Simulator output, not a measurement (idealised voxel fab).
Documented hereafter: the process module known as voxel capacitor over wiring.
Cross-sectional view cut (width: 175 nm; square cell size: 5 nm).
A cross-section in this document is a grid of square cells, and it is written down as bands, the top band listed before the ones below it; a band is made up of one or more rows of cells.
Band entry format. Leading values: height of top, height of bottom, nm. Remainder: materials in left-to-right order, each with its width in nm. Special words: "all across" on a single material, which then fills the band edge to edge; "air", empty space.
It should be noted that heights are counted from 0, beneath which the wafer as supplied is of one material throughout, and that the lowest band possesses no lower boundary but continues downward, as written in "0 down".
It should be noted that a width expressed as "30 to 40" varies in equal increments from row to row of cells within the band, taking the value of the first number at the top row and that of the second number at the bottom row.
When a step is marked "stayed the same", none of the cells in the cross-section changed during that step.
"Closed internal cavities" contains a list of empty spaces, each no smaller than 8 cells and without an open way to the top, written in the form width x height at distance with the distance from the left edge and all three in nm.
On a step's line, text after the settings is the simulator commenting on that step.
What "overlay nm" on a step's line means: if the step has a mask, that mask lay this far to the right of its planned place, or, when the value is negative, to the left.

The steps planned for the process are as follows:
1: RECEIVE (material Si)
2: CONFORMAL_DEP (material SiO2; thk nm 10)
3: CONFORMAL_DEP (material SiN; thk nm 5)
4: DIRECTIONAL_DEP (material lowk; thk nm 25)
5: MASKED_ETCH (tone open; mask id METAL_1; width nm 20; pitch nm 75; etch materials lowk; depth nm 25; overlay nm 0)
6: MASKED_ETCH (tone open; mask id METAL_1; width nm 20; pitch nm 75; etch materials SiN; depth nm 5; overlay nm 0)
7: CONFORMAL_DEP (material TiN; thk nm 5)
8: FILL_DEP (material Cu; thk nm 10)
9: CMP (height nm 40)
10: EPI (material Ru; thk nm 5)
11: FILL_DEP (material SiCN; thk nm 5)
12: DIRECTIONAL_DEP (material lowk; thk nm 20)
13: PATTERN (tone open; mask id PLUG_1; material resist; width nm 15; thk nm 15; overlay nm 0)
14: DIRECTIONAL_ETCH (etch materials lowk; depth nm 20)
15: DIRECTIONAL_ETCH (etch materials SiCN; depth nm 5)
16: STRIP (etch materials resist)
17: CONFORMAL_DEP (material TiN; thk nm 5)
18: FILL_DEP (material Cu; thk nm 10)
19: CMP (height nm 70)
20: DIRECTIONAL_DEP (material TiN; thk nm 10)
21: DIRECTIONAL_DEP (material SiN; thk nm 5)
22: DIRECTIONAL_DEP (material TiN; thk nm 10)
23: DIRECTIONAL_DEP (material aC; thk nm 15)
24: PATTERN (tone cover; mask id UPPER_PLATE; material resist; width nm 60; thk nm 35; overlay nm 0)
25: DIRECTIONAL_ETCH (etch materials aC; depth nm 15)
26: STRIP (etch materials resist)
27: DIRECTIONAL_ETCH (etch materials TiN; depth nm 10)
28: DIRECTIONAL_ETCH (etch materials SiN; depth nm 5)
29: STRIP (etch materials aC)
30: DIRECTIONAL_DEP (material aC; thk nm 15)
31: PATTERN (tone cover; mask id LOWER_PLATE; material resist; width nm 70; thk nm 30; overlay nm 0)
32: DIRECTIONAL_ETCH (etch materials aC; depth nm 15)
33: STRIP (etch materials resist)
34: DIRECTIONAL_ETCH (etch materials TiN; depth nm 10)
35: STRIP (etch materials aC)
36: FILL_DEP (material SiO2; thk nm 15)
37: CMP (height nm 105)
38: MASKED_ETCH (tone open; mask id PLUG_2; width nm 15; etch materials SiO2; depth nm 10; overlay nm 0)
39: CONFORMAL_DEP (material TiN; thk nm 5)
40: FILL_DEP (material Ru; thk nm 5)
41: CMP (height nm 105)
42: CONFORMAL_DEP (material SiCN; thk nm 5)

So, the first of our two wafers, run just as we planned it:

The cross-section here shows the wafer as received, i.e. in its state after step 1:
* 0 down = Si all across
* Closed internal cavities: none

Wafer section view after processing step 2:
* 10 to 0 = SiO2 all across
* Note: structure below 0 unchanged.

Wafer section view after processing step 3:
* 15 to 10 = SiN all across
* Note: structure below 10 unchanged.

Wafer section view after processing step 4:
* 40 to 15 = lowk all across
* Note: structure below 15 unchanged.

Wafer section view after processing step 5:
* 40 to 15 = 40 of lowk, then 20 of air, then 55 of lowk, then 20 of air, then 40 of lowk
* Note: structure below 15 unchanged.

Wafer section view after processing step 6:
* 40 to 15 = 40 of lowk, then 20 of air, then 55 of lowk, then 20 of air, then 40 of lowk
* 15 to 10 = 40 of SiN, then 20 of air, then 55 of SiN, then 20 of air, then 40 of SiN
* Note: structure below 10 unchanged.

Wafer section view after processing step 7:
* 45 to 40 = 45 of TiN, then 10 of air, then 65 of TiN, then 10 of air, then 45 of TiN
* 40 to 15 = 40 of lowk, then 5 of TiN, then 10 of air, then 5 of TiN, then 55 of lowk, then 5 of TiN, then 10 of air, then 5 of TiN, then 40 of lowk
* 15 to 10 = 40 of SiN, then 20 of TiN, then 55 of SiN, then 20 of TiN, then 40 of SiN
* Note: structure below 10 unchanged.

Wafer section view after processing step 8:
* 55 to 45 = Cu all across
* 45 to 40 = 45 of TiN, then 10 of Cu, then 65 of TiN, then 10 of Cu, then 45 of TiN
* 40 to 15 = 40 of lowk, then 5 of TiN, then 10 of Cu, then 5 of TiN, then 55 of lowk, then 5 of TiN, then 10 of Cu, then 5 of TiN, then 40 of lowk
* Note: structure below 15 unchanged.

Wafer section view after processing step 9:
* 40 to 15 = 40 of lowk, then 5 of TiN, then 10 of Cu, then 5 of TiN, then 55 of lowk, then 5 of TiN, then 10 of Cu, then 5 of TiN, then 40 of lowk
* Note: structure below 15 unchanged.

Wafer section view after processing step 10:
* 45 to 40 = 35 of air, then 30 of Ru, then 45 of air, then 30 of Ru, then 35 of air
* Note: structure below 40 unchanged.

Wafer section view after processing step 11:
* 50 to 45 = SiCN all across
* 45 to 40 = 35 of SiCN, then 30 of Ru, then 45 of SiCN, then 30 of Ru, then 35 of SiCN
* Note: structure below 40 unchanged.

Wafer section view after processing step 12:
* 70 to 50 = lowk all across
* Note: structure below 50 unchanged.

Wafer section view after processing step 13:
* 85 to 70 = 45 of resist, then 15 of air, then 115 of resist
* Note: structure below 70 unchanged.

Wafer section view after processing step 14:
* 85 to 70 = 45 of resist, then 15 of air, then 115 of resist
* 70 to 50 = 45 of lowk, then 15 of air, then 115 of lowk
* Note: structure below 50 unchanged.

Wafer section view after processing step 15:
* 85 to 70 = 45 of resist, then 15 of air, then 115 of resist
* 70 to 50 = 45 of lowk, then 15 of air, then 115 of lowk
* 50 to 45 = 45 of SiCN, then 15 of air, then 115 of SiCN
* Note: structure below 45 unchanged.

Wafer section view after processing step 16:
* 70 to 50 = 45 of lowk, then 15 of air, then 115 of lowk
* Note: structure below 50 unchanged.

Wafer section view after processing step 17:
* 75 to 70 = 50 of TiN, then 5 of air, then 120 of TiN
* 70 to 50 = 45 of lowk, then 5 of TiN, then 5 of air, then 5 of TiN, then 115 of lowk
* 50 to 45 = 45 of SiCN, then 15 of TiN, then 115 of SiCN
* Note: structure below 45 unchanged.

Wafer section view after processing step 18:
* 85 to 75 = Cu all across
* 75 to 70 = 50 of TiN, then 5 of Cu, then 120 of TiN
* 70 to 50 = 45 of lowk, then 5 of TiN, then 5 of Cu, then 5 of TiN, then 115 of lowk
* Note: structure below 50 unchanged.

Wafer section view after processing step 19:
* 70 to 50 = 45 of lowk, then 5 of TiN, then 5 of Cu, then 5 of TiN, then 115 of lowk
* Note: structure below 50 unchanged.

Wafer section view after processing step 20:
* 80 to 70 = TiN all across
* Note: structure below 70 unchanged.

Wafer section view after processing step 21:
* 85 to 80 = SiN all across
* Note: structure below 80 unchanged.

Wafer section view after processing step 22:
* 95 to 85 = TiN all across
* Note: structure below 85 unchanged.

Wafer section view after processing step 23:
* 110 to 95 = aC all across
* Note: structure below 95 unchanged.

Wafer section view after processing step 24:
* 145 to 110 = 45 of air, then 60 of resist, then 70 of air
* Note: structure below 110 unchanged.

Wafer section view after processing step 25:
* 130 to 110 = 45 of air, then 60 of resist, then 70 of air
* 110 to 95 = 45 of air, then 60 of aC, then 70 of air
* Note: structure below 95 unchanged.

Wafer section view after processing step 26:
* 110 to 95 = 45 of air, then 60 of aC, then 70 of air
* Note: structure below 95 unchanged.

Wafer section view after processing step 27:
* 110 to 95 = 45 of air, then 60 of aC, then 70 of air
* 95 to 85 = 45 of air, then 60 of TiN, then 70 of air
* Note: structure below 85 unchanged.

Wafer section view after processing step 28:
* 110 to 95 = 45 of air, then 60 of aC, then 70 of air
* 95 to 85 = 45 of air, then 60 of TiN, then 70 of air
* 85 to 80 = 45 of air, then 60 of SiN, then 70 of air
* Note: structure below 80 unchanged.

Wafer section view after processing step 29:
* 95 to 85 = 45 of air, then 60 of TiN, then 70 of air
* Note: structure below 85 unchanged.

Wafer section view after processing step 30:
* 110 to 95 = 45 of air, then 60 of aC, then 70 of air
* 95 to 85 = 45 of aC, then 60 of TiN, then 70 of aC
* 85 to 80 = 45 of aC, then 60 of SiN, then 70 of aC
* Note: structure below 80 unchanged.

Wafer section view after processing step 31:
* 140 to 110 = 40 of air, then 70 of resist, then 65 of air
* 110 to 95 = 40 of air, then 5 of resist, then 60 of aC, then 5 of resist, then 65 of air
* Note: structure below 95 unchanged.

Wafer section view after processing step 32:
* 125 to 110 = 40 of air, then 70 of resist, then 65 of air
* 110 to 95 = 40 of air, then 5 of resist, then 60 of aC, then 5 of resist, then 65 of air
* 95 to 85 = 40 of air, then 5 of aC, then 60 of TiN, then 5 of aC, then 65 of air
* 85 to 80 = 40 of air, then 5 of aC, then 60 of SiN, then 5 of aC, then 65 of air
* Note: structure below 80 unchanged.

Wafer section view after processing step 33:
* 110 to 95 = 45 of air, then 60 of aC, then 70 of air
* Note: structure below 95 unchanged.

Wafer section view after processing step 34:
* 110 to 95 = 45 of air, then 60 of aC, then 70 of air
* 95 to 85 = 40 of air, then 5 of aC, then 60 of TiN, then 5 of aC, then 65 of air
* 85 to 80 = 40 of air, then 5 of aC, then 60 of SiN, then 5 of aC, then 65 of air
* 80 to 70 = 40 of air, then 70 of TiN, then 65 of air
* Note: structure below 70 unchanged.

Wafer section view after processing step 35:
* 95 to 85 = 45 of air, then 60 of TiN, then 70 of air
* 85 to 80 = 45 of air, then 60 of SiN, then 70 of air
* Note: structure below 80 unchanged.

Wafer section view after processing step 36:
* 110 to 95 = SiO2 all across
* 95 to 85 = 45 of SiO2, then 60 of TiN, then 70 of SiO2
* 85 to 80 = 45 of SiO2, then 60 of SiN, then 70 of SiO2
* 80 to 70 = 40 of SiO2, then 70 of TiN, then 65 of SiO2
* Note: structure below 70 unchanged.

Wafer section view after processing step 37:
* 105 to 95 = SiO2 all across
* Note: structure below 95 unchanged.

Wafer section view after processing step 38:
* 105 to 95 = 55 of SiO2, then 15 of air, then 105 of SiO2
* Note: structure below 95 unchanged.

Wafer section view after processing step 39:
* 110 to 105 = 60 of TiN, then 5 of air, then 110 of TiN
* 105 to 100 = 55 of SiO2, then 5 of TiN, then 5 of air, then 5 of TiN, then 105 of SiO2
* 100 to 95 = 55 of SiO2, then 15 of TiN, then 105 of SiO2
* Note: structure below 95 unchanged.

Wafer section view after processing step 40:
* 115 to 110 = Ru all across
* 110 to 105 = 60 of TiN, then 5 of Ru, then 110 of TiN
* 105 to 100 = 55 of SiO2, then 5 of TiN, then 5 of Ru, then 5 of TiN, then 105 of SiO2
* Note: structure below 100 unchanged.

Wafer section view after processing step 41:
* 105 to 100 = 55 of SiO2, then 5 of TiN, then 5 of Ru, then 5 of TiN, then 105 of SiO2
* Note: structure below 100 unchanged.

Wafer section view after processing step 42:
* 110 to 105 = SiCN all across
* Note: structure below 105 unchanged.

The second wafer was prepared from the same starting point and under the same plan as the first; its processing contained one mistake, and it remains indistinguishable from the first wafer up to and including step 34:

Cross-section of the second wafer at the time by which step 35 should have been completed according to the plan:
* 95 to 85 = 45 of air, then 60 of TiN, then 70 of air
* 85 to 80 = 45 of air, then 60 of SiN, then 70 of air
* Note: structure below 80 unchanged.

Cross-section of the second wafer at the time by which step 36 should have been completed according to the plan:
* 110 to 95 = SiO2 all across
* 95 to 85 = 45 of SiO2, then 60 of TiN, then 70 of SiO2
* 85 to 80 = 45 of SiO2, then 60 of SiN, then 70 of SiO2
* 80 to 70 = 40 of SiO2, then 70 of TiN, then 65 of SiO2
* Note: structure below 70 unchanged.

Cross-section of the second wafer at the time by which step 37 should have been completed according to the plan:
* 105 to 95 = SiO2 all across
* Note: structure below 95 unchanged.

Cross-section of the second wafer at the time by which step 38 should have been completed according to the plan:
* 105 to 95 = 55 of SiO2, then 15 of air, then 105 of SiO2
* Note: structure below 95 unchanged.

Cross-section of the second wafer at the time by which step 39 should have been completed according to the plan:
* 110 to 105 = 60 of TiN, then 5 of air, then 110 of TiN
* 105 to 100 = 55 of SiO2, then 5 of TiN, then 5 of air, then 5 of TiN, then 105 of SiO2
* 100 to 95 = 55 of SiO2, then 15 of TiN, then 105 of SiO2
* Note: structure below 95 unchanged.

Cross-section of the second wafer at the time by which step 40 should have been completed according to the plan:
* 115 to 110 = Ru all across
* 110 to 105 = 60 of TiN, then 5 of Ru, then 110 of TiN
* 105 to 100 = 55 of SiO2, then 5 of TiN, then 5 of Ru, then 5 of TiN, then 105 of SiO2
* Note: structure below 100 unchanged.

Cross-section of the second wafer at the time by which step 41 should have been completed according to the plan:
* 105 to 100 = 55 of SiO2, then 5 of TiN, then 5 of Ru, then 5 of TiN, then 105 of SiO2
* Note: structure below 100 unchanged.

Cross-section of the second wafer at the time by which step 42 should have been completed according to the plan:
* 110 to 105 = SiCN all across
* Note: structure below 105 unchanged.
Here's what went sideways: plan step 35 was twice executed
at the end the two cross-sections are the same: no effect in what this model computes
